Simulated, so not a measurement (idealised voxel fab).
Herein follows the process module entitled voxel wiring stack.
Square cell edge 5 nm, section width 210 nm, ID cut.
In what follows, cross-sections appear as grids of square cells, described through bands that run from the top down, where every band is one or more rows of cells. Look at the band entry: it leads with the top's height and the bottom's height in nm. Then it lists the materials left to right, with a width in nm for each. The word "throughout" on a single material says that material fills the band edge to edge. The word "blank" is empty space. Zero point of the height axis is 0; under it, received wafer = one material. Lowest band: continues down indefinitely, "top 0, no bottom". When a width is written as two numbers, as in "30 to 40", the first number is the width in the top row of cells of the band and the second is the width in its bottom row, and the width changes by the same amount from each row to the next. For the purposes of this document, the phrase "no alteration" attached to a step denotes that no cell within the cross-section was modified by that step. Look at "Trapped void list" for the closed voids: empty spaces with no open path to the top, sized 8 cells or up. Each is width x height at distance, distance from the left edge, all nm. Heads up: the bit after the settings on a step's line is the simulator's remark on that step. overlay nm, on a step with a mask: how far to the right of its planned place the mask lay; to the left if negative.

# Process steps foreseen in the plan
| 1 | RECEIVE with material Si |
| 2 | CONFORMAL_DEP with material SiO2, thk nm 15 |
| 3 | DIRECTIONAL_DEP with material TiN, thk nm 5 |
| 4 | DIRECTIONAL_DEP with material W, thk nm 20 |
| 5 | MASKED_ETCH with tone cover, mask id METAL_1, width nm 20, pitch nm 35, etch materials W, depth nm 20, overlay nm 0 |
| 6 | MASKED_ETCH with tone cover, mask id METAL_1, width nm 20, pitch nm 35, etch materials TiN, depth nm 5, overlay nm 0 |
| 7 | CONFORMAL_DEP with material SiN, thk nm 5 |
| 8 | FILL_DEP with material SiO2, thk nm 5 |
| 9 | CMP with height nm 40 |
| 10 | CONFORMAL_DEP with material SiCN, thk nm 5 |
| 11 | DIRECTIONAL_DEP with material SiO2, thk nm 35 |
| 12 | MASKED_ETCH with tone open, mask id METAL_2, width nm 20, pitch nm 35, etch materials SiO2, depth nm 20, overlay nm 0 |
| 13 | MASKED_ETCH with tone open, mask id METAL_2_HOLES, width nm 15, etch materials SiO2, depth nm 15, overlay nm 0 |
| 14 | MASKED_ETCH with tone open, mask id METAL_2_HOLES, width nm 15, etch materials SiCN, depth nm 5, overlay nm 0 |
| 15 | CONFORMAL_DEP with material TiN, thk nm 5 |
| 16 | FILL_DEP with material Cu, thk nm 5 |
| 17 | CMP with height nm 80 |
| 18 | CONFORMAL_DEP with material SiCN, thk nm 5 |
| 19 | DIRECTIONAL_DEP with material SiO2, thk nm 10 |
| 20 | MASKED_ETCH with tone open, mask id PLUG_2, width nm 15, pitch nm 35, etch materials SiO2, depth nm 10, overlay nm 0 |
| 21 | MASKED_ETCH with tone open, mask id PLUG_2, width nm 15, pitch nm 35, etch materials SiCN, depth nm 5, overlay nm 0 |
| 22 | EPI with material Ru, thk nm 10 |
| 23 | EPI with material Ru, thk nm 5 |
| 24 | CONFORMAL_DEP with material SiN, thk nm 5 |
| 25 | DIRECTIONAL_DEP with material SiO2, thk nm 15 |
| 26 | PATTERN with tone open, mask id METAL_3, material resist, width nm 20, pitch nm 35, thk nm 20, overlay nm 0 |
| 27 | DIRECTIONAL_ETCH with etch materials SiO2, depth nm 15 |
| 28 | DIRECTIONAL_ETCH with etch materials SiN, depth nm 5 |
| 29 | STRIP with etch materials resist |
| 30 | CONFORMAL_DEP with material TiN, thk nm 5 |
| 31 | FILL_DEP with material W, thk nm 10 |
| 32 | CMP with height nm 115 |
| 33 | CONFORMAL_DEP with material SiCN, thk nm 5 |
| 34 | DIRECTIONAL_DEP with material SiO2, thk nm 35 |
| 35 | PATTERN with tone open, mask id METAL_4, material resist, width nm 20, pitch nm 35, thk nm 20, overlay nm 0 |
| 36 | DIRECTIONAL_ETCH with etch materials SiO2, depth nm 20 |
| 37 | STRIP with etch materials resist |
| 38 | DIRECTIONAL_DEP with material aC, thk nm 10 |
| 39 | PATTERN with tone open, mask id METAL_4_HOLES, material resist, width nm 15, pitch nm 35, thk nm 25, overlay nm 0 |
| 40 | DIRECTIONAL_ETCH with etch materials aC, depth nm 10 |
| 41 | STRIP with etch materials resist |
| 42 | DIRECTIONAL_ETCH with etch materials SiO2, depth nm 15 |
| 43 | DIRECTIONAL_ETCH with etch materials SiCN, depth nm 5 |
| 44 | STRIP with etch materials aC |
| 45 | CONFORMAL_DEP with material TiN, thk nm 5 |
| 46 | FILL_DEP with material Cu, thk nm 10 |
| 47 | CMP with height nm 155 |
| 48 | CONFORMAL_DEP with material SiCN, thk nm 5 |

# First wafer out of two, processed as planned

# Cross-sectional view of the wafer in its as-received condition, corresponding to the state after step 1
top 0, no bottom | Si throughout
Trapped void list: none

# Once step 2 is through, the wafer looks like this in cross-section
top 15, bottom 0 | SiO2 throughout
Anything lower than 0 is untouched.

# Once step 3 is through, the wafer looks like this in cross-section
top 20, bottom 15 | TiN throughout
Anything lower than 15 is untouched.

# Once step 4 is through, the wafer looks like this in cross-section
top 40, bottom 20 | W throughout
Anything lower than 20 is untouched.

# Once step 5 is through, the wafer looks like this in cross-section
top 40, bottom 20 | 75 nm blank / 20 nm W / 15 nm blank / 20 nm W / 80 nm blank
Anything lower than 20 is untouched.

# Once step 6 is through, the wafer looks like this in cross-section
top 40, bottom 20 | 75 nm blank / 20 nm W / 15 nm blank / 20 nm W / 80 nm blank
top 20, bottom 15 | 75 nm blank / 20 nm TiN / 15 nm blank / 20 nm TiN / 80 nm blank
Anything lower than 15 is untouched.

# Once step 7 is through, the wafer looks like this in cross-section
top 45, bottom 40 | 70 nm blank / 30 nm SiN / 5 nm blank / 30 nm SiN / 75 nm blank
top 40, bottom 20 | 70 nm blank / 5 nm SiN / 20 nm W / 5 nm SiN / 5 nm blank / 5 nm SiN / 20 nm W / 5 nm SiN / 75 nm blank
top 20, bottom 15 | 75 nm SiN / 20 nm TiN / 15 nm SiN / 20 nm TiN / 80 nm SiN
Anything lower than 15 is untouched.

# Once step 8 is through, the wafer looks like this in cross-section
top 50, bottom 45 | SiO2 throughout
top 45, bottom 40 | 70 nm SiO2 / 30 nm SiN / 5 nm SiO2 / 30 nm SiN / 75 nm SiO2
top 40, bottom 20 | 70 nm SiO2 / 5 nm SiN / 20 nm W / 5 nm SiN / 5 nm SiO2 / 5 nm SiN / 20 nm W / 5 nm SiN / 75 nm SiO2
Anything lower than 20 is untouched.

# Once step 9 is through, the wafer looks like this in cross-section
top 40, bottom 20 | 70 nm SiO2 / 5 nm SiN / 20 nm W / 5 nm SiN / 5 nm SiO2 / 5 nm SiN / 20 nm W / 5 nm SiN / 75 nm SiO2
Anything lower than 20 is untouched.

# Once step 10 is through, the wafer looks like this in cross-section
top 45, bottom 40 | SiCN throughout
Anything lower than 40 is untouched.

# Once step 11 is through, the wafer looks like this in cross-section
top 80, bottom 45 | SiO2 throughout
Anything lower than 45 is untouched.

# Once step 12 is through, the wafer looks like this in cross-section
top 80, bottom 60 | 75 nm SiO2 / 20 nm blank / 15 nm SiO2 / 20 nm blank / 80 nm SiO2
Anything lower than 60 is untouched.

# Once step 13 is through, the wafer looks like this in cross-section
top 80, bottom 60 | 75 nm SiO2 / 20 nm blank / 15 nm SiO2 / 20 nm blank / 80 nm SiO2
top 60, bottom 45 | 75 nm SiO2 / 15 nm blank / 120 nm SiO2
Anything lower than 45 is untouched.

# Once step 14 is through, the wafer looks like this in cross-section
top 80, bottom 60 | 75 nm SiO2 / 20 nm blank / 15 nm SiO2 / 20 nm blank / 80 nm SiO2
top 60, bottom 45 | 75 nm SiO2 / 15 nm blank / 120 nm SiO2
top 45, bottom 40 | 75 nm SiCN / 15 nm blank / 120 nm SiCN
Anything lower than 40 is untouched.

# Once step 15 is through, the wafer looks like this in cross-section
top 85, bottom 80 | 80 nm TiN / 10 nm blank / 25 nm TiN / 10 nm blank / 85 nm TiN
top 80, bottom 65 | 75 nm SiO2 / 5 nm TiN / 10 nm blank / 5 nm TiN / 15 nm SiO2 / 5 nm TiN / 10 nm blank / 5 nm TiN / 80 nm SiO2
top 65, bottom 60 | 75 nm SiO2 / 5 nm TiN / 5 nm blank / 10 nm TiN / 15 nm SiO2 / 20 nm TiN / 80 nm SiO2
top 60, bottom 45 | 75 nm SiO2 / 5 nm TiN / 5 nm blank / 5 nm TiN / 120 nm SiO2
top 45, bottom 40 | 75 nm SiCN / 15 nm TiN / 120 nm SiCN
Anything lower than 40 is untouched.

# Once step 16 is through, the wafer looks like this in cross-section
top 90, bottom 85 | Cu throughout
top 85, bottom 80 | 80 nm TiN / 10 nm Cu / 25 nm TiN / 10 nm Cu / 85 nm TiN
top 80, bottom 65 | 75 nm SiO2 / 5 nm TiN / 10 nm Cu / 5 nm TiN / 15 nm SiO2 / 5 nm TiN / 10 nm Cu / 5 nm TiN / 80 nm SiO2
top 65, bottom 60 | 75 nm SiO2 / 5 nm TiN / 5 nm Cu / 10 nm TiN / 15 nm SiO2 / 20 nm TiN / 80 nm SiO2
top 60, bottom 45 | 75 nm SiO2 / 5 nm TiN / 5 nm Cu / 5 nm TiN / 120 nm SiO2
Anything lower than 45 is untouched.

# Once step 17 is through, the wafer looks like this in cross-section
top 80, bottom 65 | 75 nm SiO2 / 5 nm TiN / 10 nm Cu / 5 nm TiN / 15 nm SiO2 / 5 nm TiN / 10 nm Cu / 5 nm TiN / 80 nm SiO2
Anything lower than 65 is untouched.

# Once step 18 is through, the wafer looks like this in cross-section
top 85, bottom 80 | SiCN throughout
Anything lower than 80 is untouched.

# Once step 19 is through, the wafer looks like this in cross-section
top 95, bottom 85 | SiO2 throughout
Anything lower than 85 is untouched.

# Once step 20 is through, the wafer looks like this in cross-section
top 95, bottom 85 | 75 nm SiO2 / 15 nm blank / 20 nm SiO2 / 15 nm blank / 85 nm SiO2
Anything lower than 85 is untouched.

# Once step 21 is through, the wafer looks like this in cross-section
top 95, bottom 85 | 75 nm SiO2 / 15 nm blank / 20 nm SiO2 / 15 nm blank / 85 nm SiO2
top 85, bottom 80 | 75 nm SiCN / 15 nm blank / 20 nm SiCN / 15 nm blank / 85 nm SiCN
Anything lower than 80 is untouched.

# Once step 22 is through, the wafer looks like this in cross-section
top 95, bottom 90 | 75 nm SiO2 / 15 nm blank / 20 nm SiO2 / 15 nm blank / 85 nm SiO2
top 90, bottom 85 | 75 nm SiO2 / 15 nm Ru / 20 nm SiO2 / 15 nm Ru / 85 nm SiO2
top 85, bottom 80 | 75 nm SiCN / 15 nm Ru / 20 nm SiCN / 15 nm Ru / 85 nm SiCN
Anything lower than 80 is untouched.

# Once step 23 is through, the wafer looks like this in cross-section
top 95, bottom 85 | 75 nm SiO2 / 15 nm Ru / 20 nm SiO2 / 15 nm Ru / 85 nm SiO2
Anything lower than 85 is untouched.

# Once step 24 is through, the wafer looks like this in cross-section
top 100, bottom 95 | SiN throughout
Anything lower than 95 is untouched.

# Once step 25 is through, the wafer looks like this in cross-section
top 115, bottom 100 | SiO2 throughout
Anything lower than 100 is untouched.

# Once step 26 is through, the wafer looks like this in cross-section
top 135, bottom 115 | 75 nm resist / 20 nm blank / 15 nm resist / 20 nm blank / 80 nm resist
Anything lower than 115 is untouched.

# Once step 27 is through, the wafer looks like this in cross-section
top 135, bottom 115 | 75 nm resist / 20 nm blank / 15 nm resist / 20 nm blank / 80 nm resist
top 115, bottom 100 | 75 nm SiO2 / 20 nm blank / 15 nm SiO2 / 20 nm blank / 80 nm SiO2
Anything lower than 100 is untouched.

# Once step 28 is through, the wafer looks like this in cross-section
top 135, bottom 115 | 75 nm resist / 20 nm blank / 15 nm resist / 20 nm blank / 80 nm resist
top 115, bottom 100 | 75 nm SiO2 / 20 nm blank / 15 nm SiO2 / 20 nm blank / 80 nm SiO2
top 100, bottom 95 | 75 nm SiN / 20 nm blank / 15 nm SiN / 20 nm blank / 80 nm SiN
Anything lower than 95 is untouched.

# Once step 29 is through, the wafer looks like this in cross-section
top 115, bottom 100 | 75 nm SiO2 / 20 nm blank / 15 nm SiO2 / 20 nm blank / 80 nm SiO2
Anything lower than 100 is untouched.

# Once step 30 is through, the wafer looks like this in cross-section
top 120, bottom 115 | 80 nm TiN / 10 nm blank / 25 nm TiN / 10 nm blank / 85 nm TiN
top 115, bottom 100 | 75 nm SiO2 / 5 nm TiN / 10 nm blank / 5 nm TiN / 15 nm SiO2 / 5 nm TiN / 10 nm blank / 5 nm TiN / 80 nm SiO2
top 100, bottom 95 | 75 nm SiN / 20 nm TiN / 15 nm SiN / 20 nm TiN / 80 nm SiN
Anything lower than 95 is untouched.

# Once step 31 is through, the wafer looks like this in cross-section
top 130, bottom 120 | W throughout
top 120, bottom 115 | 80 nm TiN / 10 nm W / 25 nm TiN / 10 nm W / 85 nm TiN
top 115, bottom 100 | 75 nm SiO2 / 5 nm TiN / 10 nm W / 5 nm TiN / 15 nm SiO2 / 5 nm TiN / 10 nm W / 5 nm TiN / 80 nm SiO2
Anything lower than 100 is untouched.

# Once step 32 is through, the wafer looks like this in cross-section
top 115, bottom 100 | 75 nm SiO2 / 5 nm TiN / 10 nm W / 5 nm TiN / 15 nm SiO2 / 5 nm TiN / 10 nm W / 5 nm TiN / 80 nm SiO2
Anything lower than 100 is untouched.

# Once step 33 is through, the wafer looks like this in cross-section
top 120, bottom 115 | SiCN throughout
Anything lower than 115 is untouched.

# Once step 34 is through, the wafer looks like this in cross-section
top 155, bottom 120 | SiO2 throughout
Anything lower than 120 is untouched.

# Once step 35 is through, the wafer looks like this in cross-section
top 175, bottom 155 | 75 nm resist / 20 nm blank / 15 nm resist / 20 nm blank / 80 nm resist
Anything lower than 155 is untouched.

# Once step 36 is through, the wafer looks like this in cross-section
top 175, bottom 155 | 75 nm resist / 20 nm blank / 15 nm resist / 20 nm blank / 80 nm resist
top 155, bottom 135 | 75 nm SiO2 / 20 nm blank / 15 nm SiO2 / 20 nm blank / 80 nm SiO2
Anything lower than 135 is untouched.

# Once step 37 is through, the wafer looks like this in cross-section
top 155, bottom 135 | 75 nm SiO2 / 20 nm blank / 15 nm SiO2 / 20 nm blank / 80 nm SiO2
Anything lower than 135 is untouched.

# Once step 38 is through, the wafer looks like this in cross-section
top 165, bottom 155 | 75 nm aC / 20 nm blank / 15 nm aC / 20 nm blank / 80 nm aC
top 155, bottom 145 | 75 nm SiO2 / 20 nm blank / 15 nm SiO2 / 20 nm blank / 80 nm SiO2
top 145, bottom 135 | 75 nm SiO2 / 20 nm aC / 15 nm SiO2 / 20 nm aC / 80 nm SiO2
Anything lower than 135 is untouched.

# Once step 39 is through, the wafer looks like this in cross-section
top 190, bottom 165 | 75 nm resist / 15 nm blank / 20 nm resist / 15 nm blank / 85 nm resist
top 165, bottom 155 | 75 nm aC / 15 nm blank / 5 nm resist / 15 nm aC / 15 nm blank / 5 nm resist / 80 nm aC
top 155, bottom 145 | 75 nm SiO2 / 15 nm blank / 5 nm resist / 15 nm SiO2 / 15 nm blank / 5 nm resist / 80 nm SiO2
Anything lower than 145 is untouched.

# Once step 40 is through, the wafer looks like this in cross-section
top 180, bottom 165 | 75 nm resist / 15 nm blank / 20 nm resist / 15 nm blank / 85 nm resist
top 165, bottom 155 | 75 nm aC / 15 nm blank / 5 nm resist / 15 nm aC / 15 nm blank / 5 nm resist / 80 nm aC
top 155, bottom 145 | 75 nm SiO2 / 15 nm blank / 5 nm resist / 15 nm SiO2 / 15 nm blank / 5 nm resist / 80 nm SiO2
top 145, bottom 135 | 75 nm SiO2 / 15 nm blank / 5 nm aC / 15 nm SiO2 / 15 nm blank / 5 nm aC / 80 nm SiO2
Anything lower than 135 is untouched.

# Once step 41 is through, the wafer looks like this in cross-section
top 165, bottom 155 | 75 nm aC / 20 nm blank / 15 nm aC / 20 nm blank / 80 nm aC
top 155, bottom 145 | 75 nm SiO2 / 20 nm blank / 15 nm SiO2 / 20 nm blank / 80 nm SiO2
Anything lower than 145 is untouched.

# Once step 42 is through, the wafer looks like this in cross-section
top 165, bottom 155 | 75 nm aC / 20 nm blank / 15 nm aC / 20 nm blank / 80 nm aC
top 155, bottom 145 | 75 nm SiO2 / 20 nm blank / 15 nm SiO2 / 20 nm blank / 80 nm SiO2
top 145, bottom 135 | 75 nm SiO2 / 15 nm blank / 5 nm aC / 15 nm SiO2 / 15 nm blank / 5 nm aC / 80 nm SiO2
top 135, bottom 120 | 75 nm SiO2 / 15 nm blank / 20 nm SiO2 / 15 nm blank / 85 nm SiO2
Anything lower than 120 is untouched.

# Once step 43 is through, the wafer looks like this in cross-section
top 165, bottom 155 | 75 nm aC / 20 nm blank / 15 nm aC / 20 nm blank / 80 nm aC
top 155, bottom 145 | 75 nm SiO2 / 20 nm blank / 15 nm SiO2 / 20 nm blank / 80 nm SiO2
top 145, bottom 135 | 75 nm SiO2 / 15 nm blank / 5 nm aC / 15 nm SiO2 / 15 nm blank / 5 nm aC / 80 nm SiO2
top 135, bottom 120 | 75 nm SiO2 / 15 nm blank / 20 nm SiO2 / 15 nm blank / 85 nm SiO2
top 120, bottom 115 | 75 nm SiCN / 15 nm blank / 20 nm SiCN / 15 nm blank / 85 nm SiCN
Anything lower than 115 is untouched.

# Once step 44 is through, the wafer looks like this in cross-section
top 155, bottom 135 | 75 nm SiO2 / 20 nm blank / 15 nm SiO2 / 20 nm blank / 80 nm SiO2
Anything lower than 135 is untouched.

# Once step 45 is through, the wafer looks like this in cross-section
top 160, bottom 155 | 80 nm TiN / 10 nm blank / 25 nm TiN / 10 nm blank / 85 nm TiN
top 155, bottom 140 | 75 nm SiO2 / 5 nm TiN / 10 nm blank / 5 nm TiN / 15 nm SiO2 / 5 nm TiN / 10 nm blank / 5 nm TiN / 80 nm SiO2
top 140, bottom 135 | 75 nm SiO2 / 5 nm TiN / 5 nm blank / 10 nm TiN / 15 nm SiO2 / 5 nm TiN / 5 nm blank / 10 nm TiN / 80 nm SiO2
top 135, bottom 120 | 75 nm SiO2 / 5 nm TiN / 5 nm blank / 5 nm TiN / 20 nm SiO2 / 5 nm TiN / 5 nm blank / 5 nm TiN / 85 nm SiO2
top 120, bottom 115 | 75 nm SiCN / 15 nm TiN / 20 nm SiCN / 15 nm TiN / 85 nm SiCN
Anything lower than 115 is untouched.

# Once step 46 is through, the wafer looks like this in cross-section
top 170, bottom 160 | Cu throughout
top 160, bottom 155 | 80 nm TiN / 10 nm Cu / 25 nm TiN / 10 nm Cu / 85 nm TiN
top 155, bottom 140 | 75 nm SiO2 / 5 nm TiN / 10 nm Cu / 5 nm TiN / 15 nm SiO2 / 5 nm TiN / 10 nm Cu / 5 nm TiN / 80 nm SiO2
top 140, bottom 135 | 75 nm SiO2 / 5 nm TiN / 5 nm Cu / 10 nm TiN / 15 nm SiO2 / 5 nm TiN / 5 nm Cu / 10 nm TiN / 80 nm SiO2
top 135, bottom 120 | 75 nm SiO2 / 5 nm TiN / 5 nm Cu / 5 nm TiN / 20 nm SiO2 / 5 nm TiN / 5 nm Cu / 5 nm TiN / 85 nm SiO2
Anything lower than 120 is untouched.

# Once step 47 is through, the wafer looks like this in cross-section
top 155, bottom 140 | 75 nm SiO2 / 5 nm TiN / 10 nm Cu / 5 nm TiN / 15 nm SiO2 / 5 nm TiN / 10 nm Cu / 5 nm TiN / 80 nm SiO2
Anything lower than 140 is untouched.

# Once step 48 is through, the wafer looks like this in cross-section
top 160, bottom 155 | SiCN throughout
Anything lower than 155 is untouched.

# Second wafer - shared start and plan with the first - one error in running - same as the first up to step 34 inclusive

# The second wafer in cross-section, at the planned close of step 35
top 175, bottom 155 | 70 nm resist / 20 nm blank / 15 nm resist / 20 nm blank / 85 nm resist
Anything lower than 155 is untouched.

# The second wafer in cross-section, at the planned close of step 36
top 175, bottom 155 | 70 nm resist / 20 nm blank / 15 nm resist / 20 nm blank / 85 nm resist
top 155, bottom 135 | 70 nm SiO2 / 20 nm blank / 15 nm SiO2 / 20 nm blank / 85 nm SiO2
Anything lower than 135 is untouched.

# The second wafer in cross-section, at the planned close of step 37
top 155, bottom 135 | 70 nm SiO2 / 20 nm blank / 15 nm SiO2 / 20 nm blank / 85 nm SiO2
Anything lower than 135 is untouched.

# The second wafer in cross-section, at the planned close of step 38
top 165, bottom 155 | 70 nm aC / 20 nm blank / 15 nm aC / 20 nm blank / 85 nm aC
top 155, bottom 145 | 70 nm SiO2 / 20 nm blank / 15 nm SiO2 / 20 nm blank / 85 nm SiO2
top 145, bottom 135 | 70 nm SiO2 / 20 nm aC / 15 nm SiO2 / 20 nm aC / 85 nm SiO2
Anything lower than 135 is untouched.

# The second wafer in cross-section, at the planned close of step 39
top 190, bottom 165 | 75 nm resist / 15 nm blank / 20 nm resist / 15 nm blank / 85 nm resist
top 165, bottom 155 | 70 nm aC / 5 nm resist / 15 nm blank / 15 nm aC / 5 nm resist / 15 nm blank / 85 nm aC
top 155, bottom 145 | 70 nm SiO2 / 5 nm resist / 15 nm blank / 15 nm SiO2 / 5 nm resist / 15 nm blank / 85 nm SiO2
Anything lower than 145 is untouched.

# The second wafer in cross-section, at the planned close of step 40
top 180, bottom 165 | 75 nm resist / 15 nm blank / 20 nm resist / 15 nm blank / 85 nm resist
top 165, bottom 155 | 70 nm aC / 5 nm resist / 15 nm blank / 15 nm aC / 5 nm resist / 15 nm blank / 85 nm aC
top 155, bottom 145 | 70 nm SiO2 / 5 nm resist / 15 nm blank / 15 nm SiO2 / 5 nm resist / 15 nm blank / 85 nm SiO2
top 145, bottom 135 | 70 nm SiO2 / 5 nm aC / 15 nm blank / 15 nm SiO2 / 5 nm aC / 15 nm blank / 85 nm SiO2
Anything lower than 135 is untouched.

# The second wafer in cross-section, at the planned close of step 41
top 165, bottom 155 | 70 nm aC / 20 nm blank / 15 nm aC / 20 nm blank / 85 nm aC
top 155, bottom 145 | 70 nm SiO2 / 20 nm blank / 15 nm SiO2 / 20 nm blank / 85 nm SiO2
Anything lower than 145 is untouched.

# The second wafer in cross-section, at the planned close of step 42
top 165, bottom 155 | 70 nm aC / 20 nm blank / 15 nm aC / 20 nm blank / 85 nm aC
top 155, bottom 145 | 70 nm SiO2 / 20 nm blank / 15 nm SiO2 / 20 nm blank / 85 nm SiO2
top 145, bottom 135 | 70 nm SiO2 / 5 nm aC / 15 nm blank / 15 nm SiO2 / 5 nm aC / 15 nm blank / 85 nm SiO2
top 135, bottom 120 | 75 nm SiO2 / 15 nm blank / 20 nm SiO2 / 15 nm blank / 85 nm SiO2
Anything lower than 120 is untouched.

# The second wafer in cross-section, at the planned close of step 43
top 165, bottom 155 | 70 nm aC / 20 nm blank / 15 nm aC / 20 nm blank / 85 nm aC
top 155, bottom 145 | 70 nm SiO2 / 20 nm blank / 15 nm SiO2 / 20 nm blank / 85 nm SiO2
top 145, bottom 135 | 70 nm SiO2 / 5 nm aC / 15 nm blank / 15 nm SiO2 / 5 nm aC / 15 nm blank / 85 nm SiO2
top 135, bottom 120 | 75 nm SiO2 / 15 nm blank / 20 nm SiO2 / 15 nm blank / 85 nm SiO2
top 120, bottom 115 | 75 nm SiCN / 15 nm blank / 20 nm SiCN / 15 nm blank / 85 nm SiCN
Anything lower than 115 is untouched.

# The second wafer in cross-section, at the planned close of step 44
top 155, bottom 135 | 70 nm SiO2 / 20 nm blank / 15 nm SiO2 / 20 nm blank / 85 nm SiO2
Anything lower than 135 is untouched.

# The second wafer in cross-section, at the planned close of step 45
top 160, bottom 155 | 75 nm TiN / 10 nm blank / 25 nm TiN / 10 nm blank / 90 nm TiN
top 155, bottom 140 | 70 nm SiO2 / 5 nm TiN / 10 nm blank / 5 nm TiN / 15 nm SiO2 / 5 nm TiN / 10 nm blank / 5 nm TiN / 85 nm SiO2
top 140, bottom 135 | 70 nm SiO2 / 10 nm TiN / 5 nm blank / 5 nm TiN / 15 nm SiO2 / 10 nm TiN / 5 nm blank / 5 nm TiN / 85 nm SiO2
top 135, bottom 120 | 75 nm SiO2 / 5 nm TiN / 5 nm blank / 5 nm TiN / 20 nm SiO2 / 5 nm TiN / 5 nm blank / 5 nm TiN / 85 nm SiO2
top 120, bottom 115 | 75 nm SiCN / 15 nm TiN / 20 nm SiCN / 15 nm TiN / 85 nm SiCN
Anything lower than 115 is untouched.

# The second wafer in cross-section, at the planned close of step 46
top 170, bottom 160 | Cu throughout
top 160, bottom 155 | 75 nm TiN / 10 nm Cu / 25 nm TiN / 10 nm Cu / 90 nm TiN
top 155, bottom 140 | 70 nm SiO2 / 5 nm TiN / 10 nm Cu / 5 nm TiN / 15 nm SiO2 / 5 nm TiN / 10 nm Cu / 5 nm TiN / 85 nm SiO2
top 140, bottom 135 | 70 nm SiO2 / 10 nm TiN / 5 nm Cu / 5 nm TiN / 15 nm SiO2 / 10 nm TiN / 5 nm Cu / 5 nm TiN / 85 nm SiO2
top 135, bottom 120 | 75 nm SiO2 / 5 nm TiN / 5 nm Cu / 5 nm TiN / 20 nm SiO2 / 5 nm TiN / 5 nm Cu / 5 nm TiN / 85 nm SiO2
Anything lower than 120 is untouched.

# The second wafer in cross-section, at the planned close of step 47
top 155, bottom 140 | 70 nm SiO2 / 5 nm TiN / 10 nm Cu / 5 nm TiN / 15 nm SiO2 / 5 nm TiN / 10 nm Cu / 5 nm TiN / 85 nm SiO2
Anything lower than 140 is untouched.

# The second wafer in cross-section, at the planned close of step 48
top 160, bottom 155 | SiCN throughout
Anything lower than 155 is untouched.
Deviation from plan: in deviation from the planned setting, step 35 was conducted as PATTERN with tone open, mask id METAL_4, material resist, width nm 20, pitch nm 35, thk nm 20, overlay nm -5
Both wafers, final: cells per material equal; arrangement not.
